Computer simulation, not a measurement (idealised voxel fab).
This section sets out a process module, namely voxel air gaps.
For reference, the cross-section in this document is cut, with width 280 nm and square cells of 5 nm.
Each cross-section below is a grid of square cells, stated as bands in top-down order, with one or more rows of cells making up each band.
Quick guide to a band line: top height, bottom height (nm) up front; then every material left to right with its width in nm. Only one material and it's marked "all across"? Then it fills the band edge to edge. And "empty" just means empty space.
Height reference: 0 = level under which incoming wafer is all one material. Lowest band: no bottom, runs on downward, e.g. "z 0 and below".
When a width is written as two numbers, as in "30..40", the first number is the width in the top row of cells of the band and the second is the width in its bottom row, and the width changes by the same amount from each row to the next.
When a step is marked "changes: none", none of the cells in the cross-section changed during that step.
Each empty space that has no open way to the top and spans at least 8 cells appears under "Fully enclosed voids" as width x height at distance, the distance counted from the left edge, all in nm.
On each step's line, the part that comes after the settings is the simulator's own comment on the step.
overlay nm: mask offset rightward from planned place, masked step; negative means leftward offset.

**Below is the list of planned process steps**
1,op RECEIVE | material Si
2,op CONFORMAL_DEP | material SiO2 | thk nm 10
3,op CONFORMAL_DEP | material SiCN | thk nm 5
4,op DIRECTIONAL_DEP | material lowk | thk nm 35
5,op MASKED_ETCH | tone open | mask id LINES | width nm 15 | pitch nm 40 | etch materials lowk | depth nm 35 | overlay nm 0
6,op CONFORMAL_DEP | material TiN | thk nm 5
7,op FILL_DEP | material W | thk nm 10
8,op CMP | height nm 50
9,op EPI | material Ru | thk nm 10
10,op SELECTIVE_ETCH | etch materials lowk | depth nm 45
11,op CONFORMAL_DEP | material SiCN | thk nm 5

**The first wafer of two, processed as planned**

**Step 1 complete: cross-section of the wafer as received**
	z 0 and below: Si all across
	Fully enclosed voids: none

**Take a look at the wafer's cross-section after step 2**
	z 10 to 0: SiO2 all across
	Everything under 0 stays put, no change at all.

**Take a look at the wafer's cross-section after step 3**
	z 15 to 10: SiCN all across
	Everything under 10 stays put, no change at all.

**Take a look at the wafer's cross-section after step 4**
	z 50 to 15: lowk all across
	Everything under 15 stays put, no change at all.

**Take a look at the wafer's cross-section after step 5**
	z 50 to 15: 70 of lowk  15 of empty  25 of lowk  15 of empty  25 of lowk  15 of empty  25 of lowk  15 of empty  75 of lowk
	Everything under 15 stays put, no change at all.

**Take a look at the wafer's cross-section after step 6**
	z 55 to 50: 75 of TiN  5 of empty  35 of TiN  5 of empty  35 of TiN  5 of empty  35 of TiN  5 of empty  80 of TiN
	z 50 to 20: 70 of lowk  5 of TiN  5 of empty  5 of TiN  25 of lowk  5 of TiN  5 of empty  5 of TiN  25 of lowk  5 of TiN  5 of empty  5 of TiN  25 of lowk  5 of TiN  5 of empty  5 of TiN  75 of lowk
	z 20 to 15: 70 of lowk  15 of TiN  25 of lowk  15 of TiN  25 of lowk  15 of TiN  25 of lowk  15 of TiN  75 of lowk
	Everything under 15 stays put, no change at all.

**Take a look at the wafer's cross-section after step 7**
	z 65 to 55: W all across
	z 55 to 50: 75 of TiN  5 of W  35 of TiN  5 of W  35 of TiN  5 of W  35 of TiN  5 of W  80 of TiN
	z 50 to 20: 70 of lowk  5 of TiN  5 of W  5 of TiN  25 of lowk  5 of TiN  5 of W  5 of TiN  25 of lowk  5 of TiN  5 of W  5 of TiN  25 of lowk  5 of TiN  5 of W  5 of TiN  75 of lowk
	Everything under 20 stays put, no change at all.

**Take a look at the wafer's cross-section after step 8**
	z 50 to 20: 70 of lowk  5 of TiN  5 of W  5 of TiN  25 of lowk  5 of TiN  5 of W  5 of TiN  25 of lowk  5 of TiN  5 of W  5 of TiN  25 of lowk  5 of TiN  5 of W  5 of TiN  75 of lowk
	Everything under 20 stays put, no change at all.

**Take a look at the wafer's cross-section after step 9**
	z 60 to 50: 60 of empty  35 of Ru  5 of empty  35 of Ru  5 of empty  35 of Ru  5 of empty  35 of Ru  65 of empty
	Everything under 50 stays put, no change at all.

**Take a look at the wafer's cross-section after step 10**
	z 60 to 50: 60 of empty  35 of Ru  5 of empty  35 of Ru  5 of empty  35 of Ru  5 of empty  35 of Ru  65 of empty
	z 50 to 20: 70 of empty  5 of TiN  5 of W  5 of TiN  25 of empty  5 of TiN  5 of W  5 of TiN  25 of empty  5 of TiN  5 of W  5 of TiN  25 of empty  5 of TiN  5 of W  5 of TiN  75 of empty
	z 20 to 15: 70 of empty  15 of TiN  25 of empty  15 of TiN  25 of empty  15 of TiN  25 of empty  15 of TiN  75 of empty
	Everything under 15 stays put, no change at all.

**Take a look at the wafer's cross-section after step 11**
	z 65 to 60: 55 of empty  165 of SiCN  60 of empty
	z 60 to 50: 55 of empty  5 of SiCN  35 of Ru  5 of SiCN  35 of Ru  5 of SiCN  35 of Ru  5 of SiCN  35 of Ru  5 of SiCN  60 of empty
	z 50 to 45: 55 of empty  15 of SiCN  5 of TiN  5 of W  5 of TiN  25 of SiCN  5 of TiN  5 of W  5 of TiN  25 of SiCN  5 of TiN  5 of W  5 of TiN  25 of SiCN  5 of TiN  5 of W  5 of TiN  15 of SiCN  60 of empty
	z 45 to 20: 65 of empty  5 of SiCN  5 of TiN  5 of W  5 of TiN  5 of SiCN  15 of empty  5 of SiCN  5 of TiN  5 of W  5 of TiN  5 of SiCN  15 of empty  5 of SiCN  5 of TiN  5 of W  5 of TiN  5 of SiCN  15 of empty  5 of SiCN  5 of TiN  5 of W  5 of TiN  5 of SiCN  70 of empty
	z 20 to 15: 70 of SiCN  15 of TiN  25 of SiCN  15 of TiN  25 of SiCN  15 of TiN  25 of SiCN  15 of TiN  75 of SiCN
	Everything under 15 stays put, no change at all.
	Fully enclosed voids: 15 x 25 at 90; 15 x 25 at 130; 15 x 25 at 170

**Second wafer, same starting conditions and recipe as the first, one mistake in executing it, nothing differs from the first up to and including step 4**

**Look at the second wafer in cross-section at the time step 5 ought to have finished**
	z 50 to 15: 70 of empty  15 of lowk  25 of empty  15 of lowk  25 of empty  15 of lowk  25 of empty  15 of lowk  75 of empty
	Everything under 15 stays put, no change at all.

**Look at the second wafer in cross-section at the time step 6 ought to have finished**
	z 55 to 50: 65 of empty  25 of TiN  15 of empty  25 of TiN  15 of empty  25 of TiN  15 of empty  25 of TiN  70 of empty
	z 50 to 20: 65 of empty  5 of TiN  15 of lowk  5 of TiN  15 of empty  5 of TiN  15 of lowk  5 of TiN  15 of empty  5 of TiN  15 of lowk  5 of TiN  15 of empty  5 of TiN  15 of lowk  5 of TiN  70 of empty
	z 20 to 15: 70 of TiN  15 of lowk  25 of TiN  15 of lowk  25 of TiN  15 of lowk  25 of TiN  15 of lowk  75 of TiN
	Everything under 15 stays put, no change at all.

**Look at the second wafer in cross-section at the time step 7 ought to have finished**
	z 65 to 55: W all across
	z 55 to 50: 65 of W  25 of TiN  15 of W  25 of TiN  15 of W  25 of TiN  15 of W  25 of TiN  70 of W
	z 50 to 20: 65 of W  5 of TiN  15 of lowk  5 of TiN  15 of W  5 of TiN  15 of lowk  5 of TiN  15 of W  5 of TiN  15 of lowk  5 of TiN  15 of W  5 of TiN  15 of lowk  5 of TiN  70 of W
	Everything under 20 stays put, no change at all.

**Look at the second wafer in cross-section at the time step 8 ought to have finished**
	z 50 to 20: 65 of W  5 of TiN  15 of lowk  5 of TiN  15 of W  5 of TiN  15 of lowk  5 of TiN  15 of W  5 of TiN  15 of lowk  5 of TiN  15 of W  5 of TiN  15 of lowk  5 of TiN  70 of W
	Everything under 20 stays put, no change at all.

**Look at the second wafer in cross-section at the time step 9 ought to have finished**
	z 60 to 50: Ru all across
	Everything under 50 stays put, no change at all.

Look at the second wafer in cross-section at the time step 10 ought to have finished: changes: none

**Look at the second wafer in cross-section at the time step 11 ought to have finished**
	z 65 to 60: SiCN all across
	Everything under 60 stays put, no change at all.
Against the plan, the run slipped here: step 5 ran differently from the plan; actual operation with settings: op MASKED_ETCH | tone cover | mask id LINES | width nm 15 | pitch nm 40 | etch materials lowk | depth nm 35 | overlay nm 0
Cell-count delta at end, second wafer over first, by material: Ru: 56 more, SiCN: 92 fewer, TiN: 32 more, W: 192 more, lowk: 84 more
Final count of closed voids per wafer: 3 in the first, 0 in the second.
